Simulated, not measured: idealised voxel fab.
Title: Process Module voxel self aligned contacts
cross-section cut | 160 nm wide | cells 5 nm
A cross-section is a grid of square cells, given in bands from the top down. A band is one or more rows of cells. Band: top and bottom heights (nm) first, top before bottom; then materials from left to right, widths in nm. "throughout" marks a sole material filling the band edge to edge. "air" denotes empty space. It should be noted that heights are counted from 0, beneath which the wafer as supplied is of one material throughout, and that the lowest band possesses no lower boundary but continues downward, as written in "top 0, no bottom". Width: "30->40" (first number = top row, second number = bottom row, same change from row to row of cells). "left unchanged" means the step left every cell of the cross-section as it was. Closed-off voids of 8+ cells (no open route to the top) go in "Enclosed cavities", written width x height at distance from the left edge, in nm. What comes after the settings on a step's line is commentary from the simulator itself on that step. The "overlay nm" setting may appear on a step's line; for a step that uses a mask, it gives how far to the right of its planned position the mask lay, and a negative value indicates the left.

-- The steps planned for the process are as follows
step 1: RECEIVE [material Si]
step 2: OXIDIZE [depth nm 5]
step 3: DIRECTIONAL_DEP [material polySi] [thk nm 30]
step 4: DIRECTIONAL_DEP [material SiN] [thk nm 25]
step 5: PATTERN [tone cover] [mask id GATE] [material resist] [width nm 35] [pitch nm 70] [thk nm 20] [overlay nm 0]
step 6: DIRECTIONAL_ETCH [etch materials SiN] [depth nm 25]
step 7: DIRECTIONAL_ETCH [etch materials polySi] [depth nm 30]
step 8: STRIP [etch materials resist]
step 9: CONFORMAL_DEP [material SiN] [thk nm 10]
step 10: DIRECTIONAL_ETCH [etch materials SiN] [depth nm 10]
step 11: FILL_DEP [material SiO2] [thk nm 15]
step 12: CMP [height nm 65]
step 13: DIRECTIONAL_DEP [material aC] [thk nm 15]
step 14: PATTERN [tone open] [mask id CONTACT] [material resist] [width nm 45] [thk nm 35] [overlay nm -15]
step 15: DIRECTIONAL_ETCH [etch materials aC] [depth nm 15]
step 16: STRIP [etch materials resist]
step 17: DIRECTIONAL_ETCH [etch materials SiO2] [depth nm 70]
step 18: STRIP [etch materials aC]
step 19: CONFORMAL_DEP [material TiN] [thk nm 5]
step 20: FILL_DEP [material W] [thk nm 10]
step 21: CMP [height nm 65]
step 22: CONFORMAL_DEP [material SiN] [thk nm 5]
Where the wafers of this document differ is in the overlay nm of step 14; they start out the same, and the plan states the value that applied to the first wafer.

-- After step 1, as received: first of several wafers, cross-section
top 0, no bottom = Si throughout
Enclosed cavities: none

-- first wafer at the end, after step 22
top 70, bottom 65 = SiN throughout
top 65, bottom 55 = 40 SiO2, 5->35 TiN, 35->5 W, 5 TiN, 75 SiO2
top 55, bottom 30 = 15 SiO2, 55 SiN, 5 TiN, 5 W, 5 TiN, 55 SiN, 20 SiO2
top 30, bottom 0 = 15 SiO2, 10 SiN, 35 polySi, 10 SiN, 5 TiN, 5 W, 5 TiN, 10 SiN, 35 polySi, 10 SiN, 20 SiO2
top 0, bottom -5 = 70 SiO2, 15 TiN, 75 SiO2
top -5, no bottom = Si throughout
Enclosed cavities: none

-- The last wafer as seen in cross-section at the end of the module
top 70, bottom 65 = SiN throughout
top 65, bottom 55 = 70 SiO2, 5 TiN, 35->5 W, 5->35 TiN, 45 SiO2
top 55, bottom 30 = 15 SiO2, 55 SiN, 5 TiN, 5 W, 5 TiN, 55 SiN, 20 SiO2
top 30, bottom 0 = 15 SiO2, 10 SiN, 35 polySi, 10 SiN, 5 TiN, 5 W, 5 TiN, 10 SiN, 35 polySi, 10 SiN, 20 SiO2
top 0, bottom -5 = 70 SiO2, 15 TiN, 75 SiO2
top -5, no bottom = Si throughout
Enclosed cavities: none

-- For your reference, the table is organized with a row per wafer; each row reflects the wafer at the end of the module, indicating for each material the cells gained (+) or lost (-) since receipt, and thereafter its closed voids
overlay nm -15 | -32 Si | +190 SiN | +152 SiO2 | +35 TiN | +19 W | +84 polySi | Enclosed cavities: none
overlay nm -10 | -32 Si | +190 SiN | +152 SiO2 | +35 TiN | +19 W | +84 polySi | Enclosed cavities: none
overlay nm -5 | -32 Si | +190 SiN | +152 SiO2 | +35 TiN | +19 W | +84 polySi | Enclosed cavities: none
overlay nm 0 | -32 Si | +190 SiN | +152 SiO2 | +35 TiN | +19 W | +84 polySi | Enclosed cavities: none
overlay nm 5 | -32 Si | +190 SiN | +152 SiO2 | +35 TiN | +19 W | +84 polySi | Enclosed cavities: none
overlay nm 10 | -32 Si | +190 SiN | +152 SiO2 | +35 TiN | +19 W | +84 polySi | Enclosed cavities: none
overlay nm 15 | -32 Si | +190 SiN | +152 SiO2 | +35 TiN | +19 W | +84 polySi | Enclosed cavities: none
